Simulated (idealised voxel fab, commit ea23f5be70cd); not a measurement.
process module | voxel air gaps
cross-section cut | 175 nm wide | cells 5 nm
A cross-section is a grid of square cells, given in bands from the top down. A band is one or more rows of cells.
Each band's line starts with the height of the band's top and of its bottom, in nm. Then come its materials from left to right, each with its width in nm. One material with "throughout" fills the band from edge to edge. "air" is empty space.
Height 0 is the level under which the wafer as received is all one material. The lowest band goes on downwards, as in "0 down".
A width such as "30 to 40" changes by the same amount from each row of cells to the next, from the band's top row to its bottom row.
"no change" after a step means that no cell of the cross-section changed.
closed voids: empty space of 8 cells or more with no open way to the top, each as width x height at its distance from the left edge, in nm
after a step's settings: what the simulator itself notes on the step
overlay nm, on a step with a mask: how far to the right of its planned place the mask lay; to the left if negative
plan
1 op RECEIVE | material Si
2 op CONFORMAL_DEP | material SiO2 | thk nm 15
3 op CONFORMAL_DEP | material SiCN | thk nm 5
4 op DIRECTIONAL_DEP | material SiO2 | thk nm 30
5 op DIRECTIONAL_DEP | material aC | thk nm 15
6 op PATTERN | tone open | mask id LINES | material resist | width nm 25 | pitch nm 50 | thk nm 35 | overlay nm 0
7 op DIRECTIONAL_ETCH | etch materials aC | depth nm 15
8 op STRIP | etch materials resist
9 op DIRECTIONAL_ETCH | etch materials SiO2 | depth nm 30
10 op STRIP | etch materials aC
11 op CONFORMAL_DEP | material TiN | thk nm 5
12 op FILL_DEP | material Cu | thk nm 10
13 op CMP | height nm 50
14 op EPI | material Ru | thk nm 10
15 op SELECTIVE_ETCH | etch materials SiO2 | depth nm 40
16 op CONFORMAL_DEP | material SiCN | thk nm 5
as received, after step 1
  0 down: Si throughout
  closed voids: none
first wafer at the end, as planned
  65 to 60: air 10 | SiCN 155 | air 10
  60 to 50: air 10 | SiCN 5 | Ru 45 | SiCN 5 | Ru 45 | SiCN 5 | Ru 45 | SiCN 5 | air 10
  50 to 45: air 10 | SiCN 15 | TiN 5 | Cu 15 | TiN 5 | SiCN 25 | TiN 5 | Cu 15 | TiN 5 | SiCN 25 | TiN 5 | Cu 15 | TiN 5 | SiCN 15 | air 10
  45 to 25: air 20 | SiCN 5 | TiN 5 | Cu 15 | TiN 5 | SiCN 5 | air 15 | SiCN 5 | TiN 5 | Cu 15 | TiN 5 | SiCN 5 | air 15 | SiCN 5 | TiN 5 | Cu 15 | TiN 5 | SiCN 5 | air 20
  25 to 20: SiCN 25 | TiN 25 | SiCN 25 | TiN 25 | SiCN 25 | TiN 25 | SiCN 25
  20 to 15: SiCN throughout
  15 to 0: SiO2 throughout
  0 down: Si throughout
  closed voids: 15 x 20 at 55; 15 x 20 at 105
second wafer at the end: like start, like plan, one mistake
  65 to 60: SiCN throughout
  60 to 50: Ru 35 | SiCN 5 | Ru 45 | SiCN 5 | Ru 45 | SiCN 5 | Ru 35
  50 to 45: Cu 20 | TiN 5 | SiCN 25 | TiN 5 | Cu 15 | TiN 5 | SiCN 25 | TiN 5 | Cu 15 | TiN 5 | SiCN 25 | TiN 5 | Cu 20
  45 to 25: Cu 20 | TiN 5 | SiCN 5 | air 15 | SiCN 5 | TiN 5 | Cu 15 | TiN 5 | SiCN 5 | air 15 | SiCN 5 | TiN 5 | Cu 15 | TiN 5 | SiCN 5 | air 15 | SiCN 5 | TiN 5 | Cu 20
  25 to 20: TiN 25 | SiCN 25 | TiN 25 | SiCN 25 | TiN 25 | SiCN 25 | TiN 25
  20 to 15: SiCN throughout
  15 to 0: SiO2 throughout
  0 down: Si throughout
  closed voids: 15 x 20 at 30; 15 x 20 at 80; 15 x 20 at 130
what went wrong: step 6 ran as: op PATTERN | tone cover | mask id LINES | material resist | width nm 25 | pitch nm 50 | thk nm 35 | overlay nm 0
at the end the second wafer has, in cells: 25 more of Cu | 10 more of Ru | 4 fewer of SiCN | 5 more of TiN
closed voids at the end (first wafer, second wafer): 2, 3
